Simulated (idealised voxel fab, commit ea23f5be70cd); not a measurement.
The process module that follows is named voxel quadruple lines.
The cross-section on display is named cut; it measures 300 nm wide, and its cells are 5 nm squares.
Cross-sections here: square-cell grids, written as top-down lists of bands, a band being one or more rows of cells. A band entry consists of two parts. The first gives the height of the band's top and the height of its bottom, in nm. The rest lists the band's materials from left to right, each with its width in nm. A single material labelled with the word "everywhere" fills the band from edge to edge, and the word "air" marks empty space. Height reference: 0 = level under which incoming wafer is all one material. Lowest band: no bottom, runs on downward, e.g. "top 0, no bottom". You'd read "30..40" like this: the band's top row of cells is as wide as the first number, its bottom row is as wide as the second, and going down, every row changes width by the same amount as the row before did. "no alterations made" for a step: no cell of the cross-section changed in that step. If an empty space has no open way to the top and is at least 8 cells in size, "Sealed internal cavities" lists it, written width x height at distance, where distance is measured from the left edge and every value is in nm. Whatever follows a step's settings on its line is a remark the simulator itself makes about that step. A step's line can hold "overlay nm"; with a mask on that step, the setting says how far right of the planned place the mask lay, while a negative setting says it lay to the left. Reading key. Pairs: pre-step and post-step cross-section, one process step apart; post-step view only to lowest changed band. Step between + settings: beneath pair. Runs: pairs may be from different runs of this module, same starting wafer. Continuation from pair above: only where "Prior to step" entry says.
## Prior to step
- top 85, bottom 55 | air: 105 / resist: 30 / air: 50 / resist: 30 / air: 85
- top 55, bottom 30 | aC everywhere
- top 30, bottom 15 | polySi everywhere
- top 15, bottom 5 | W everywhere
- top 5, bottom 0 | Al2O3 everywhere
- top 0, no bottom | Si everywhere
- Sealed internal cavities: none
## Cross-Section Thereafter
- top 60, bottom 55 | air: 105 / resist: 30 / air: 50 / resist: 30 / air: 85
- top 55, bottom 30 | air: 105 / aC: 30 / air: 50 / aC: 30 / air: 85
- Note: structure below 30 unchanged.
- Sealed internal cavities: none
The two cross-sections above are separated by a single process step, namely op DIRECTIONAL_ETCH | etch materials aC | depth nm 25
Prior to step: carried over from the after image of the pair right above.
## Cross-Section Thereafter
- top 55, bottom 30 | air: 105 / aC: 30 / air: 50 / aC: 30 / air: 85
- Note: structure below 30 unchanged.
- Sealed internal cavities: none
The two cross-sections above are separated by a single process step, namely op STRIP | etch materials resist
Prior to step: carried over from the after image of the pair right above.
## Cross-Section Thereafter
- top 65, bottom 55 | air: 95 / SiO2: 50 / air: 30 / SiO2: 50 / air: 75
- top 55, bottom 40 | air: 95 / SiO2: 10 / aC: 30 / SiO2: 10 / air: 30 / SiO2: 10 / aC: 30 / SiO2: 10 / air: 75
- top 40, bottom 30 | SiO2: 105 / aC: 30 / SiO2: 50 / aC: 30 / SiO2: 85
- Note: structure below 30 unchanged.
- Sealed internal cavities: none
The two cross-sections above are separated by a single process step, namely op CONFORMAL_DEP | material SiO2 | thk nm 10
Prior to step: carried over from the after image of the pair right above.
## Cross-Section Thereafter
- top 55, bottom 30 | air: 95 / SiO2: 10 / aC: 30 / SiO2: 10 / air: 30 / SiO2: 10 / aC: 30 / SiO2: 10 / air: 75
- Note: structure below 30 unchanged.
- Sealed internal cavities: none
The two cross-sections above are separated by a single process step, namely op DIRECTIONAL_ETCH | etch materials SiO2 | depth nm 10
Prior to step: carried over from the after image of the pair right above.
## Cross-Section Thereafter
- top 55, bottom 30 | air: 95 / SiO2: 10 / air: 30 / SiO2: 10 / air: 30 / SiO2: 10 / air: 30 / SiO2: 10 / air: 75
- Note: structure below 30 unchanged.
- Sealed internal cavities: none
The two cross-sections above are separated by a single process step, namely op STRIP | etch materials aC
Prior to step: carried over from the after image of the pair right above.
## Cross-Section Thereafter
- top 55, bottom 30 | air: 95 / SiO2: 10 / air: 30 / SiO2: 10 / air: 30 / SiO2: 10 / air: 30 / SiO2: 10 / air: 75
- top 30, bottom 15 | air: 95 / polySi: 10 / air: 30 / polySi: 10 / air: 30 / polySi: 10 / air: 30 / polySi: 10 / air: 75
- Note: structure below 15 unchanged.
- Sealed internal cavities: none
The two cross-sections above are separated by a single process step, namely op DIRECTIONAL_ETCH | etch materials polySi | depth nm 15
Prior to step: carried over from the after image of the pair right above.
## Cross-Section Thereafter
- top 30, bottom 15 | air: 95 / polySi: 10 / air: 30 / polySi: 10 / air: 30 / polySi: 10 / air: 30 / polySi: 10 / air: 75
- Note: structure below 15 unchanged.
- Sealed internal cavities: none
The two cross-sections above are separated by a single process step, namely op STRIP | etch materials SiO2
Prior to step: carried over from the after image of the pair right above.
## Cross-Section Thereafter
- top 40, bottom 30 | air: 85 / SiN: 30 / air: 10 / SiN: 30 / air: 10 / SiN: 30 / air: 10 / SiN: 30 / air: 65
- top 30, bottom 25 | air: 85 / SiN: 10 / polySi: 10 / SiN: 10 / air: 10 / SiN: 10 / polySi: 10 / SiN: 10 / air: 10 / SiN: 10 / polySi: 10 / SiN: 10 / air: 10 / SiN: 10 / polySi: 10 / SiN: 10 / air: 65
- top 25, bottom 15 | SiN: 95 / polySi: 10 / SiN: 30 / polySi: 10 / SiN: 30 / polySi: 10 / SiN: 30 / polySi: 10 / SiN: 75
- Note: structure below 15 unchanged.
- Sealed internal cavities: none
The two cross-sections above are separated by a single process step, namely op CONFORMAL_DEP | material SiN | thk nm 10
Prior to step: carried over from the after image of the pair right above.
## Cross-Section Thereafter
- top 30, bottom 15 | air: 85 / SiN: 10 / polySi: 10 / SiN: 10 / air: 10 / SiN: 10 / polySi: 10 / SiN: 10 / air: 10 / SiN: 10 / polySi: 10 / SiN: 10 / air: 10 / SiN: 10 / polySi: 10 / SiN: 10 / air: 65
- Note: structure below 15 unchanged.
- Sealed internal cavities: none
The two cross-sections above are separated by a single process step, namely op DIRECTIONAL_ETCH | etch materials SiN | depth nm 10
Prior to step: carried over from the after image of the pair right above.
## Cross-Section Thereafter
- top 30, bottom 15 | air: 85 / SiN: 10 / air: 10 / SiN: 10 / air: 10 / SiN: 10 / air: 10 / SiN: 10 / air: 10 / SiN: 10 / air: 10 / SiN: 10 / air: 10 / SiN: 10 / air: 10 / SiN: 10 / air: 65
- Note: structure below 15 unchanged.
- Sealed internal cavities: none
The two cross-sections above are separated by a single process step, namely op STRIP | etch materials polySi
Prior to step: carried over from the after image of the pair right above.
## Cross-Section Thereafter
- top 30, bottom 15 | air: 85 / SiN: 10 / air: 10 / SiN: 10 / air: 10 / SiN: 10 / air: 10 / SiN: 10 / air: 10 / SiN: 10 / air: 10 / SiN: 10 / air: 10 / SiN: 10 / air: 10 / SiN: 10 / air: 65
- top 15, bottom 5 | air: 85 / W: 10 / air: 10 / W: 10 / air: 10 / W: 10 / air: 10 / W: 10 / air: 10 / W: 10 / air: 10 / W: 10 / air: 10 / W: 10 / air: 10 / W: 10 / air: 65
- Note: structure below 5 unchanged.
- Sealed internal cavities: none
The two cross-sections above are separated by a single process step, namely op DIRECTIONAL_ETCH | etch materials W | depth nm 10
Prior to step: carried over from the after image of the pair right above.
## Cross-Section Thereafter
- top 15, bottom 5 | air: 85 / W: 10 / air: 10 / W: 10 / air: 10 / W: 10 / air: 10 / W: 10 / air: 10 / W: 10 / air: 10 / W: 10 / air: 10 / W: 10 / air: 10 / W: 10 / air: 65
- Note: structure below 5 unchanged.
- Sealed internal cavities: none
The two cross-sections above are separated by a single process step, namely op STRIP | etch materials SiN
## Prior to step
- top 30, bottom 15 | air: 85 / polySi: 10 / air: 30 / polySi: 10 / air: 30 / polySi: 10 / air: 30 / polySi: 10 / air: 85
- top 15, bottom 5 | W everywhere
- top 5, bottom 0 | Al2O3 everywhere
- top 0, no bottom | Si everywhere
- Sealed internal cavities: none
## Cross-Section Thereafter
- top 40, bottom 30 | air: 75 / SiO2: 30 / air: 10 / SiO2: 30 / air: 10 / SiO2: 30 / air: 10 / SiO2: 30 / air: 75
- top 30, bottom 25 | air: 75 / SiO2: 10 / polySi: 10 / SiO2: 10 / air: 10 / SiO2: 10 / polySi: 10 / SiO2: 10 / air: 10 / SiO2: 10 / polySi: 10 / SiO2: 10 / air: 10 / SiO2: 10 / polySi: 10 / SiO2: 10 / air: 75
- top 25, bottom 15 | SiO2: 85 / polySi: 10 / SiO2: 30 / polySi: 10 / SiO2: 30 / polySi: 10 / SiO2: 30 / polySi: 10 / SiO2: 85
- Note: structure below 15 unchanged.
- Sealed internal cavities: none
The two cross-sections above are separated by a single process step, namely op CONFORMAL_DEP | material SiO2 | thk nm 10
## Prior to step
- top 55, bottom 30 | aC everywhere
- top 30, bottom 15 | polySi everywhere
- top 15, bottom 5 | W everywhere
- top 5, bottom 0 | Al2O3 everywhere
- top 0, no bottom | Si everywhere
- Sealed internal cavities: none
## Cross-Section Thereafter
- top 85, bottom 55 | resist: 95 / air: 30 / resist: 50 / air: 30 / resist: 95
- Note: structure below 55 unchanged.
- Sealed internal cavities: none
The two cross-sections above are separated by a single process step, namely op PATTERN | tone open | mask id MANDREL | material resist | width nm 30 | pitch nm 80 | thk nm 30 | overlay nm 0
Prior to step: carried over from the after image of the pair right above.
## Cross-Section Thereafter
- top 60, bottom 55 | resist: 95 / air: 30 / resist: 50 / air: 30 / resist: 95
- top 55, bottom 30 | aC: 95 / air: 30 / aC: 50 / air: 30 / aC: 95
- Note: structure below 30 unchanged.
- Sealed internal cavities: none
The two cross-sections above are separated by a single process step, namely op DIRECTIONAL_ETCH | etch materials aC | depth nm 25
Prior to step: carried over from the after image of the pair right above.
## Cross-Section Thereafter
- top 55, bottom 30 | aC: 95 / air: 30 / aC: 50 / air: 30 / aC: 95
- Note: structure below 30 unchanged.
- Sealed internal cavities: none
The two cross-sections above are separated by a single process step, namely op STRIP | etch materials resist
Prior to step: carried over from the after image of the pair right above.
## Cross-Section Thereafter
- top 65, bottom 55 | SiO2: 105 / air: 10 / SiO2: 70 / air: 10 / SiO2: 105
- top 55, bottom 40 | aC: 95 / SiO2: 10 / air: 10 / SiO2: 10 / aC: 50 / SiO2: 10 / air: 10 / SiO2: 10 / aC: 95
- top 40, bottom 30 | aC: 95 / SiO2: 30 / aC: 50 / SiO2: 30 / aC: 95
- Note: structure below 30 unchanged.
- Sealed internal cavities: none
The two cross-sections above are separated by a single process step, namely op CONFORMAL_DEP | material SiO2 | thk nm 10
Prior to step: carried over from the after image of the pair right above.
## Cross-Section Thereafter
- top 55, bottom 30 | aC: 95 / SiO2: 10 / air: 10 / SiO2: 10 / aC: 50 / SiO2: 10 / air: 10 / SiO2: 10 / aC: 95
- Note: structure below 30 unchanged.
- Sealed internal cavities: none
The two cross-sections above are separated by a single process step, namely op DIRECTIONAL_ETCH | etch materials SiO2 | depth nm 10
Prior to step: carried over from the after image of the pair right above.
## Cross-Section Thereafter
- top 55, bottom 30 | air: 95 / SiO2: 10 / air: 10 / SiO2: 10 / air: 50 / SiO2: 10 / air: 10 / SiO2: 10 / air: 95
- Note: structure below 30 unchanged.
- Sealed internal cavities: none
The two cross-sections above are separated by a single process step, namely op STRIP | etch materials aC
Prior to step: carried over from the after image of the pair right above.
## Cross-Section Thereafter
- top 55, bottom 30 | air: 95 / SiO2: 10 / air: 10 / SiO2: 10 / air: 50 / SiO2: 10 / air: 10 / SiO2: 10 / air: 95
- top 30, bottom 15 | air: 95 / polySi: 10 / air: 10 / polySi: 10 / air: 50 / polySi: 10 / air: 10 / polySi: 10 / air: 95
- Note: structure below 15 unchanged.
- Sealed internal cavities: none
The two cross-sections above are separated by a single process step, namely op DIRECTIONAL_ETCH | etch materials polySi | depth nm 15
Prior to step: carried over from the after image of the pair right above.
## Cross-Section Thereafter
- top 30, bottom 15 | air: 95 / polySi: 10 / air: 10 / polySi: 10 / air: 50 / polySi: 10 / air: 10 / polySi: 10 / air: 95
- Note: structure below 15 unchanged.
- Sealed internal cavities: none
The two cross-sections above are separated by a single process step, namely op STRIP | etch materials SiO2
Prior to step: carried over from the after image of the pair right above.
## Cross-Section Thereafter
- top 40, bottom 30 | air: 85 / SiN: 50 / air: 30 / SiN: 50 / air: 85
- top 30, bottom 25 | air: 85 / SiN: 10 / polySi: 10 / SiN: 10 / polySi: 10 / SiN: 10 / air: 30 / SiN: 10 / polySi: 10 / SiN: 10 / polySi: 10 / SiN: 10 / air: 85
- top 25, bottom 15 | SiN: 95 / polySi: 10 / SiN: 10 / polySi: 10 / SiN: 50 / polySi: 10 / SiN: 10 / polySi: 10 / SiN: 95
- Note: structure below 15 unchanged.
- Sealed internal cavities: none
The two cross-sections above are separated by a single process step, namely op CONFORMAL_DEP | material SiN | thk nm 10
Prior to step: carried over from the after image of the pair right above.
## Cross-Section Thereafter
- top 30, bottom 15 | air: 85 / SiN: 10 / polySi: 10 / SiN: 10 / polySi: 10 / SiN: 10 / air: 30 / SiN: 10 / polySi: 10 / SiN: 10 / polySi: 10 / SiN: 10 / air: 85
- Note: structure below 15 unchanged.
- Sealed internal cavities: none
The two cross-sections above are separated by a single process step, namely op DIRECTIONAL_ETCH | etch materials SiN | depth nm 10
Prior to step: carried over from the after image of the pair right above.
## Cross-Section Thereafter
- top 30, bottom 15 | air: 85 / SiN: 10 / air: 10 / SiN: 10 / air: 10 / SiN: 10 / air: 30 / SiN: 10 / air: 10 / SiN: 10 / air: 10 / SiN: 10 / air: 85
- Note: structure below 15 unchanged.
- Sealed internal cavities: none
The two cross-sections above are separated by a single process step, namely op STRIP | etch materials polySi
Prior to step: carried over from the after image of the pair right above.
## Cross-Section Thereafter
- top 30, bottom 15 | air: 85 / SiN: 10 / air: 10 / SiN: 10 / air: 10 / SiN: 10 / air: 30 / SiN: 10 / air: 10 / SiN: 10 / air: 10 / SiN: 10 / air: 85
- top 15, bottom 5 | air: 85 / W: 10 / air: 10 / W: 10 / air: 10 / W: 10 / air: 30 / W: 10 / air: 10 / W: 10 / air: 10 / W: 10 / air: 85
- Note: structure below 5 unchanged.
- Sealed internal cavities: none
The two cross-sections above are separated by a single process step, namely op DIRECTIONAL_ETCH | etch materials W | depth nm 10
Prior to step: carried over from the after image of the pair right above.
## Cross-Section Thereafter
- top 15, bottom 5 | air: 85 / W: 10 / air: 10 / W: 10 / air: 10 / W: 10 / air: 30 / W: 10 / air: 10 / W: 10 / air: 10 / W: 10 / air: 85
- Note: structure below 5 unchanged.
- Sealed internal cavities: none
The two cross-sections above are separated by a single process step, namely op STRIP | etch materials SiN
